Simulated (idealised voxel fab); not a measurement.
Herein follows the process module entitled voxel self aligned contacts.
Square cells of 5 nm make up the cross-section cut, whose width is 245 nm.
A cross-section in this document is a grid of square cells, and it is written down as bands, the top band listed before the ones below it; a band is made up of one or more rows of cells.
What a band's entry tells you: where the top is and where the bottom is, as heights in nm, and after that what lies inside, material by material from left to right, each with its width in nm. Empty space is written as the word "blank", and a single material marked with the word "everywhere" occupies the band from edge to edge.
Heights are measured from 0, the level below which the as-received wafer is all one material; the lowest band has no bottom and continues downward, written as in "0 down".
With a width like "30 to 40", each row of cells in the band differs from the next by the same amount, the top row carrying the first number and the bottom row the second.
Where a step carries "remained unchanged", the cross-section came out of it unchanged, cell for cell.
Under "Entrapped voids" you'll find the enclosed gaps, the ones with no way out to the top, that are 8 cells or bigger; each reads width x height at distance, with distance counted from the left edge, everything in nm.
Text after the settings on a step's line: the simulator's own remark on that step.
"overlay nm", when on a step's line for a step with a mask, measures how far to the right of its planned place the mask lay; a negative measure means to the left.

[Process steps - plan]
step 1: RECEIVE with material Si
step 2: CONFORMAL_DEP with material SiO2, thk nm 5
step 3: DIRECTIONAL_DEP with material polySi, thk nm 20
step 4: DIRECTIONAL_DEP with material SiN, thk nm 20
step 5: PATTERN with tone cover, mask id GATE, material resist, width nm 35, pitch nm 70, thk nm 20, overlay nm 0
step 6: DIRECTIONAL_ETCH with etch materials SiN, depth nm 20
step 7: DIRECTIONAL_ETCH with etch materials polySi, depth nm 20
step 8: STRIP with etch materials resist
step 9: CONFORMAL_DEP with material SiN, thk nm 5
step 10: DIRECTIONAL_ETCH with etch materials SiN, depth nm 5
step 11: FILL_DEP with material SiO2, thk nm 10
step 12: CMP with height nm 50
step 13: DIRECTIONAL_DEP with material aC, thk nm 15
step 14: PATTERN with tone open, mask id CONTACT, material resist, width nm 45, pitch nm 70, thk nm 35, overlay nm 0
step 15: DIRECTIONAL_ETCH with etch materials aC, depth nm 15
step 16: STRIP with etch materials resist
step 17: DIRECTIONAL_ETCH with etch materials SiO2, depth nm 50
step 18: STRIP with etch materials aC
step 19: CONFORMAL_DEP with material TiN, thk nm 5
step 20: FILL_DEP with material W, thk nm 5
step 21: CMP with height nm 50
step 22: CONFORMAL_DEP with material SiCN, thk nm 5

[First wafer out of two, processed as planned]

[Step 1 complete: cross-section of the wafer as received]
    0 down | Si everywhere
    Entrapped voids: none

[Cross-section: wafer state after step 2]
    5 to 0 | SiO2 everywhere
    Unchanged below 0.

[Cross-section: wafer state after step 3]
    25 to 5 | polySi everywhere
    Unchanged below 5.

[Cross-section: wafer state after step 4]
    45 to 25 | SiN everywhere
    Unchanged below 25.

[Cross-section: wafer state after step 5]
    65 to 45 | blank (35), resist (35), blank (35), resist (35), blank (35), resist (35), blank (35)
    Unchanged below 45.

[Cross-section: wafer state after step 6]
    65 to 45 | blank (35), resist (35), blank (35), resist (35), blank (35), resist (35), blank (35)
    45 to 25 | blank (35), SiN (35), blank (35), SiN (35), blank (35), SiN (35), blank (35)
    Unchanged below 25.

[Cross-section: wafer state after step 7]
    65 to 45 | blank (35), resist (35), blank (35), resist (35), blank (35), resist (35), blank (35)
    45 to 25 | blank (35), SiN (35), blank (35), SiN (35), blank (35), SiN (35), blank (35)
    25 to 5 | blank (35), polySi (35), blank (35), polySi (35), blank (35), polySi (35), blank (35)
    Unchanged below 5.

[Cross-section: wafer state after step 8]
    45 to 25 | blank (35), SiN (35), blank (35), SiN (35), blank (35), SiN (35), blank (35)
    Unchanged below 25.

[Cross-section: wafer state after step 9]
    50 to 25 | blank (30), SiN (45), blank (25), SiN (45), blank (25), SiN (45), blank (30)
    25 to 10 | blank (30), SiN (5), polySi (35), SiN (5), blank (25), SiN (5), polySi (35), SiN (5), blank (25), SiN (5), polySi (35), SiN (5), blank (30)
    10 to 5 | SiN (35), polySi (35), SiN (35), polySi (35), SiN (35), polySi (35), SiN (35)
    Unchanged below 5.

[Cross-section: wafer state after step 10]
    45 to 25 | blank (30), SiN (45), blank (25), SiN (45), blank (25), SiN (45), blank (30)
    25 to 5 | blank (30), SiN (5), polySi (35), SiN (5), blank (25), SiN (5), polySi (35), SiN (5), blank (25), SiN (5), polySi (35), SiN (5), blank (30)
    Unchanged below 5.

[Cross-section: wafer state after step 11]
    55 to 45 | SiO2 everywhere
    45 to 25 | SiO2 (30), SiN (45), SiO2 (25), SiN (45), SiO2 (25), SiN (45), SiO2 (30)
    25 to 5 | SiO2 (30), SiN (5), polySi (35), SiN (5), SiO2 (25), SiN (5), polySi (35), SiN (5), SiO2 (25), SiN (5), polySi (35), SiN (5), SiO2 (30)
    Unchanged below 5.

[Cross-section: wafer state after step 12]
    50 to 45 | SiO2 everywhere
    Unchanged below 45.

[Cross-section: wafer state after step 13]
    65 to 50 | aC everywhere
    Unchanged below 50.

[Cross-section: wafer state after step 14]
    100 to 65 | resist (65), blank (45), resist (25), blank (45), resist (65)
    Unchanged below 65.

[Cross-section: wafer state after step 15]
    85 to 65 | resist (65), blank (45), resist (25), blank (45), resist (65)
    65 to 50 | aC (65), blank (45), aC (25), blank (45), aC (65)
    Unchanged below 50.

[Cross-section: wafer state after step 16]
    65 to 50 | aC (65), blank (45), aC (25), blank (45), aC (65)
    Unchanged below 50.

[Cross-section: wafer state after step 17]
    65 to 50 | aC (65), blank (45), aC (25), blank (45), aC (65)
    50 to 45 | SiO2 (65), blank (45), SiO2 (25), blank (45), SiO2 (65)
    45 to 25 | SiO2 (30), SiN (45), blank (25), SiN (45), blank (25), SiN (45), SiO2 (30)
    25 to 5 | SiO2 (30), SiN (5), polySi (35), SiN (5), blank (25), SiN (5), polySi (35), SiN (5), blank (25), SiN (5), polySi (35), SiN (5), SiO2 (30)
    5 to 0 | SiO2 (75), blank (25), SiO2 (45), blank (25), SiO2 (75)
    Unchanged below 0.

[Cross-section: wafer state after step 18]
    50 to 45 | SiO2 (65), blank (45), SiO2 (25), blank (45), SiO2 (65)
    Unchanged below 45.

[Cross-section: wafer state after step 19]
    55 to 50 | TiN (70), blank (35), TiN (35), blank (35), TiN (70)
    50 to 45 | SiO2 (65), TiN (15), blank (15), TiN (15), SiO2 (25), TiN (15), blank (15), TiN (15), SiO2 (65)
    45 to 25 | SiO2 (30), SiN (45), TiN (5), blank (15), TiN (5), SiN (45), TiN (5), blank (15), TiN (5), SiN (45), SiO2 (30)
    25 to 5 | SiO2 (30), SiN (5), polySi (35), SiN (5), TiN (5), blank (15), TiN (5), SiN (5), polySi (35), SiN (5), TiN (5), blank (15), TiN (5), SiN (5), polySi (35), SiN (5), SiO2 (30)
    5 to 0 | SiO2 (75), TiN (25), SiO2 (45), TiN (25), SiO2 (75)
    Unchanged below 0.

[Cross-section: wafer state after step 20]
    60 to 55 | W everywhere
    55 to 50 | TiN (70), W (35), TiN (35), W (35), TiN (70)
    50 to 45 | SiO2 (65), TiN (15), W (15), TiN (15), SiO2 (25), TiN (15), W (15), TiN (15), SiO2 (65)
    45 to 25 | SiO2 (30), SiN (45), TiN (5), W (15), TiN (5), SiN (45), TiN (5), W (15), TiN (5), SiN (45), SiO2 (30)
    25 to 5 | SiO2 (30), SiN (5), polySi (35), SiN (5), TiN (5), W (15), TiN (5), SiN (5), polySi (35), SiN (5), TiN (5), W (15), TiN (5), SiN (5), polySi (35), SiN (5), SiO2 (30)
    Unchanged below 5.

[Cross-section: wafer state after step 21]
    50 to 45 | SiO2 (65), TiN (15), W (15), TiN (15), SiO2 (25), TiN (15), W (15), TiN (15), SiO2 (65)
    Unchanged below 45.

[Cross-section: wafer state after step 22]
    55 to 50 | SiCN everywhere
    Unchanged below 50.

[Now the other wafer: same start, same recipe, but we messed up one thing when running it. Up to and including step 16 it's the same as the first one]

[Cross-section, second wafer, at the end time the plan gives for step 17]
    65 to 50 | aC (65), blank (45), aC (25), blank (45), aC (65)
    50 to 45 | SiO2 (65), blank (45), SiO2 (25), blank (45), SiO2 (65)
    45 to 25 | SiO2 (30), SiN (45), blank (25), SiN (45), blank (25), SiN (45), SiO2 (30)
    25 to 10 | SiO2 (30), SiN (5), polySi (35), SiN (5), blank (25), SiN (5), polySi (35), SiN (5), blank (25), SiN (5), polySi (35), SiN (5), SiO2 (30)
    Unchanged below 10.

[Cross-section, second wafer, at the end time the plan gives for step 18]
    50 to 45 | SiO2 (65), blank (45), SiO2 (25), blank (45), SiO2 (65)
    Unchanged below 45.

[Cross-section, second wafer, at the end time the plan gives for step 19]
    55 to 50 | TiN (70), blank (35), TiN (35), blank (35), TiN (70)
    50 to 45 | SiO2 (65), TiN (15), blank (15), TiN (15), SiO2 (25), TiN (15), blank (15), TiN (15), SiO2 (65)
    45 to 25 | SiO2 (30), SiN (45), TiN (5), blank (15), TiN (5), SiN (45), TiN (5), blank (15), TiN (5), SiN (45), SiO2 (30)
    25 to 15 | SiO2 (30), SiN (5), polySi (35), SiN (5), TiN (5), blank (15), TiN (5), SiN (5), polySi (35), SiN (5), TiN (5), blank (15), TiN (5), SiN (5), polySi (35), SiN (5), SiO2 (30)
    15 to 10 | SiO2 (30), SiN (5), polySi (35), SiN (5), TiN (25), SiN (5), polySi (35), SiN (5), TiN (25), SiN (5), polySi (35), SiN (5), SiO2 (30)
    Unchanged below 10.

[Cross-section, second wafer, at the end time the plan gives for step 20]
    60 to 55 | W everywhere
    55 to 50 | TiN (70), W (35), TiN (35), W (35), TiN (70)
    50 to 45 | SiO2 (65), TiN (15), W (15), TiN (15), SiO2 (25), TiN (15), W (15), TiN (15), SiO2 (65)
    45 to 25 | SiO2 (30), SiN (45), TiN (5), W (15), TiN (5), SiN (45), TiN (5), W (15), TiN (5), SiN (45), SiO2 (30)
    25 to 15 | SiO2 (30), SiN (5), polySi (35), SiN (5), TiN (5), W (15), TiN (5), SiN (5), polySi (35), SiN (5), TiN (5), W (15), TiN (5), SiN (5), polySi (35), SiN (5), SiO2 (30)
    Unchanged below 15.

[Cross-section, second wafer, at the end time the plan gives for step 21]
    50 to 45 | SiO2 (65), TiN (15), W (15), TiN (15), SiO2 (25), TiN (15), W (15), TiN (15), SiO2 (65)
    Unchanged below 45.

[Cross-section, second wafer, at the end time the plan gives for step 22]
    55 to 50 | SiCN everywhere
    Unchanged below 50.
Where did the run depart from the plan? step 17, actual vs plan mismatch, actual run DIRECTIONAL_ETCH with etch materials SiO2, depth nm 40
Heads up, by the end the second wafer has more or fewer cells of some materials compared to the first: +20 SiO2 | -8 TiN | -12 W
